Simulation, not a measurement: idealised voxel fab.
A process module follows: voxel self aligned vias.
cross-section cut | 265 nm wide | cells 5 nm
Reading order for cross-sections: top band down to bottom band. Underlying form: a grid of square cells. Band size: one or more rows of cells. Quick guide to a band line: top height, bottom height (nm) up front; then every material left to right with its width in nm. Only one material and it's marked "everywhere"? Then it fills the band edge to edge. And "air" just means empty space. Heights are reckoned from 0. Under this level, the received wafer is all of one material. The bottommost band is open-ended downward, for example "z 0 and below". Top row gets the first number, bottom row gets the second, and each row in between changes by the same step: that is how a band width like "30 to 40" works. "changes: none", as given for a step, is the statement that not any cell of the cross-section underwent a change during that step. For the entry "Closed void inventory", the listed items are empty spaces with no open way to the top whose size is 8 cells or more; each item follows the pattern width x height at distance, where distance is from the left edge and all three are in nm. The remark found on a step's line after its settings is issued by the simulator itself and pertains to that step. overlay nm: mask offset rightward from planned place, masked step; negative means leftward offset.
# So here's the lineup of process steps we planned
- 1: op RECEIVE | material Si
- 2: op CONFORMAL_DEP | material SiO2 | thk nm 15
- 3: op CONFORMAL_DEP | material SiCN | thk nm 5
- 4: op DIRECTIONAL_DEP | material lowk | thk nm 30
- 5: op MASKED_ETCH | tone open | mask id LINES | width nm 25 | pitch nm 75 | etch materials lowk | depth nm 30 | overlay nm 0
- 6: op CONFORMAL_DEP | material TiN | thk nm 5
- 7: op FILL_DEP | material Ru | thk nm 10
- 8: op CMP | height nm 50
- 9: op SELECTIVE_ETCH | etch materials W Ru TiN | depth nm 5
- 10: op FILL_DEP | material SiN | thk nm 10
- 11: op CMP | height nm 50
- 12: op DIRECTIONAL_DEP | material lowk | thk nm 20
- 13: op PATTERN | tone open | mask id VIAS | material resist | width nm 35 | thk nm 20 | overlay nm 0
- 14: op DIRECTIONAL_ETCH | etch materials lowk | depth nm 20
- 15: op DIRECTIONAL_ETCH | etch materials SiN | depth nm 5
- 16: op STRIP | etch materials resist
- 17: op CONFORMAL_DEP | material TiN | thk nm 5
- 18: op FILL_DEP | material W | thk nm 10
- 19: op CMP | height nm 70
- 20: op CONFORMAL_DEP | material SiN | thk nm 5
Variable across wafers: step 13 width nm (plan value is that of the first wafer; starting state common to all).
# The first of several wafers as received, shown in cross-section; this is its state after step 1
- z 0 and below: Si everywhere
- Closed void inventory: none
# End of module, by wafer: material-by-material cell gain (+) or loss (-) since receipt, then closed voids
width nm 35 | +24 Ru | +53 SiCN | +58 SiN | +159 SiO2 | +41 TiN | +18 W | +442 lowk | Closed void inventory: none
width nm 40 | +24 Ru | +53 SiCN | +58 SiN | +159 SiO2 | +42 TiN | +21 W | +438 lowk | Closed void inventory: none
width nm 45 | +24 Ru | +53 SiCN | +58 SiN | +159 SiO2 | +43 TiN | +24 W | +434 lowk | Closed void inventory: none
width nm 50 | +24 Ru | +53 SiCN | +58 SiN | +159 SiO2 | +44 TiN | +27 W | +430 lowk | Closed void inventory: none
width nm 55 | +24 Ru | +53 SiCN | +58 SiN | +159 SiO2 | +45 TiN | +30 W | +426 lowk | Closed void inventory: none
width nm 60 | +24 Ru | +53 SiCN | +58 SiN | +159 SiO2 | +46 TiN | +33 W | +422 lowk | Closed void inventory: none
